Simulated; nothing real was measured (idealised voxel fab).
The following process module bears the name voxel capacitor over wiring.
The cross-section shown here is cut; it is 150 nm wide and divided into square cells measuring 5 nm on a side.
A cross-section is a grid of square cells, given in bands from the top down. A band is one or more rows of cells.
Band: top height; bottom height; in nm. Then, left to right: material with width in nm, for each material. "full width": a single material spanning edge to edge. "empty": empty space.
Ref level 0: as-received wafer is one material below here. Bottom band extends down with no lower bound ("0 nm and below").
Width: "30 to 40" (first number = top row, second number = bottom row, same change from row to row of cells).
Reading "nothing altered" for a step: not a cell of the cross-section changed in it.
Empty spaces counting at least 8 cells and having no open way to the top are listed in "Voids, fully enclosed". The notation width x height at distance is used for each, the distance being from the left edge and all three values in nm.
Read whatever lies past the settings on a step's line as the simulator's own remark about the step.
Regarding "overlay nm": on a step with a mask, it is the distance the mask lay to the right of its planned place; a negative value places it to the left.
STEPS PLANNED FOR THE PROCESS
1: op RECEIVE | material Si
2: op CONFORMAL_DEP | material SiO2 | thk nm 15
3: op CONFORMAL_DEP | material SiCN | thk nm 5
4: op DIRECTIONAL_DEP | material lowk | thk nm 20
5: op DIRECTIONAL_DEP | material aC | thk nm 15
6: op PATTERN | tone open | mask id METAL_1 | material resist | width nm 20 | pitch nm 90 | thk nm 35 | overlay nm 0
7: op DIRECTIONAL_ETCH | etch materials aC | depth nm 15
8: op STRIP | etch materials resist
9: op DIRECTIONAL_ETCH | etch materials lowk | depth nm 20
10: op DIRECTIONAL_ETCH | etch materials SiCN | depth nm 5
11: op STRIP | etch materials aC
12: op CONFORMAL_DEP | material TiN | thk nm 5
13: op FILL_DEP | material Cu | thk nm 10
14: op CMP | height nm 40
15: op CONFORMAL_DEP | material SiCN | thk nm 5
16: op DIRECTIONAL_DEP | material SiO2 | thk nm 10
17: op DIRECTIONAL_DEP | material aC | thk nm 10
18: op PATTERN | tone open | mask id PLUG_1 | material resist | width nm 15 | thk nm 25 | overlay nm 0
19: op DIRECTIONAL_ETCH | etch materials aC | depth nm 10
20: op STRIP | etch materials resist
21: op DIRECTIONAL_ETCH | etch materials SiO2 | depth nm 10
22: op DIRECTIONAL_ETCH | etch materials SiCN | depth nm 5
23: op STRIP | etch materials aC
24: op EPI | material Ru | thk nm 10
25: op EPI | material Ru | thk nm 5
26: op DIRECTIONAL_DEP | material TiN | thk nm 10
27: op DIRECTIONAL_DEP | material SiN | thk nm 5
28: op DIRECTIONAL_DEP | material TiN | thk nm 10
29: op MASKED_ETCH | tone cover | mask id UPPER_PLATE | width nm 75 | etch materials TiN | depth nm 10 | overlay nm 0
30: op MASKED_ETCH | tone cover | mask id UPPER_PLATE | width nm 75 | etch materials SiN | depth nm 5 | overlay nm 0
31: op MASKED_ETCH | tone cover | mask id LOWER_PLATE | width nm 85 | etch materials TiN | depth nm 10 | overlay nm 0
32: op FILL_DEP | material SiO2 | thk nm 15
33: op CMP | height nm 90
34: op MASKED_ETCH | tone open | mask id PLUG_2 | width nm 15 | etch materials SiO2 | depth nm 10 | overlay nm 0
35: op CONFORMAL_DEP | material TiN | thk nm 5
36: op FILL_DEP | material Cu | thk nm 10
37: op CMP | height nm 90
38: op CONFORMAL_DEP | material SiCN | thk nm 5
THE CROSS-SECTION HERE SHOWS THE WAFER AS RECEIVED, I.E. IN ITS STATE AFTER STEP 1
- 0 nm and below: Si full width
- Voids, fully enclosed: none
STARTING WAFER: ABOVE. PLAN: ABOVE. RUN: ONE MISTAKE. CROSS-SECTION AFTER THE MODULE: BELOW
- 95 nm to 90 nm: SiCN full width
- 90 nm to 80 nm: SiO2=25 / TiN=25 / SiO2=100
- 80 nm to 75 nm: SiO2=25 / SiN=25 / TiN=50 / SiO2=50
- 75 nm to 70 nm: SiO2=20 / TiN=80 / SiO2=50
- 70 nm to 65 nm: SiO2=20 / TiN=30 / SiN=50 / SiO2=50
- 65 nm to 55 nm: SiO2=15 / Ru=35 / TiN=55 / SiO2=45
- 55 nm to 45 nm: SiO2=25 / Ru=15 / SiO2=110
- 45 nm to 40 nm: SiCN=25 / Ru=15 / SiCN=110
- 40 nm to 20 nm: lowk=20 / TiN=5 / Cu=10 / TiN=5 / lowk=70 / TiN=5 / Cu=10 / TiN=5 / lowk=20
- 20 nm to 15 nm: SiCN=20 / TiN=20 / SiCN=70 / TiN=20 / SiCN=20
- 15 nm to 0 nm: SiO2 full width
- 0 nm and below: Si full width
- Voids, fully enclosed: none
Misprocessing identified: step 24 in the plan was executed twice
